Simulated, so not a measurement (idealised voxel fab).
process module | voxel lift off
Cross-sectional view cut (width: 295 nm; square cell size: 5 nm).
Each cross-section below is a grid of square cells, stated as bands in top-down order, with one or more rows of cells making up each band.
For a band, the entry starts with two heights in nm, that of the top and then that of the bottom, and carries on with the band's materials in order from left to right, each alongside its width in nm; the word "full width" beside a single material means it fills the band edge to edge, and "air" means empty space.
Height is counted from the level 0, under which the received wafer is composed throughout of one material. The lowest of the bands is not closed at the bottom but continues downward, in the notation "0 and below".
Graded width ("30..40"): value in top row of band = first number; value in bottom row = second number; row-to-row change constant.
"nothing was modified" means the step left every cell of the cross-section as it was.
"Entrapped voids" enumerates empty spaces isolated from the top, with no open way to it, that contain at least 8 cells, giving each as width x height at distance from the left edge, all three in nm.
What comes after the settings on a step's line is commentary from the simulator itself on that step.
"overlay nm" denotes, for a step that has a mask, the displacement of the mask to the right of its planned place, with negative values corresponding to the left.
This section lists the process steps that were planned
1,RECEIVE with material Si
2,CONFORMAL_DEP with material SiN, thk nm 5
3,PATTERN with tone open, mask id LINES, material resist, width nm 20, pitch nm 35, thk nm 30, overlay nm 0
4,DIRECTIONAL_DEP with material Ru, thk nm 15
5,STRIP with etch materials resist
6,CONFORMAL_DEP with material SiN, thk nm 5
Keep in mind the plan's value for the thk nm of step 2 comes from the first wafer; the wafers don't share that setting, but they do share the same starting point.
Cross-section: the first of several wafers in its as-received state, i.e. following step 1
> 0 and below  Si full width
> Entrapped voids: none
For your reference, the table is organized with a row per wafer; each row reflects the wafer at the end of the module, indicating for each material the cells gained (+) or lost (-) since receipt, and thereafter its closed voids
thk nm 5; +24 Ru; +130 SiN; Entrapped voids: none
thk nm 10; +24 Ru; +189 SiN; Entrapped voids: none
thk nm 15; +24 Ru; +248 SiN; Entrapped voids: none
thk nm 20; +24 Ru; +307 SiN; Entrapped voids: none
thk nm 25; +24 Ru; +366 SiN; Entrapped voids: none
thk nm 30; +24 Ru; +425 SiN; Entrapped voids: none
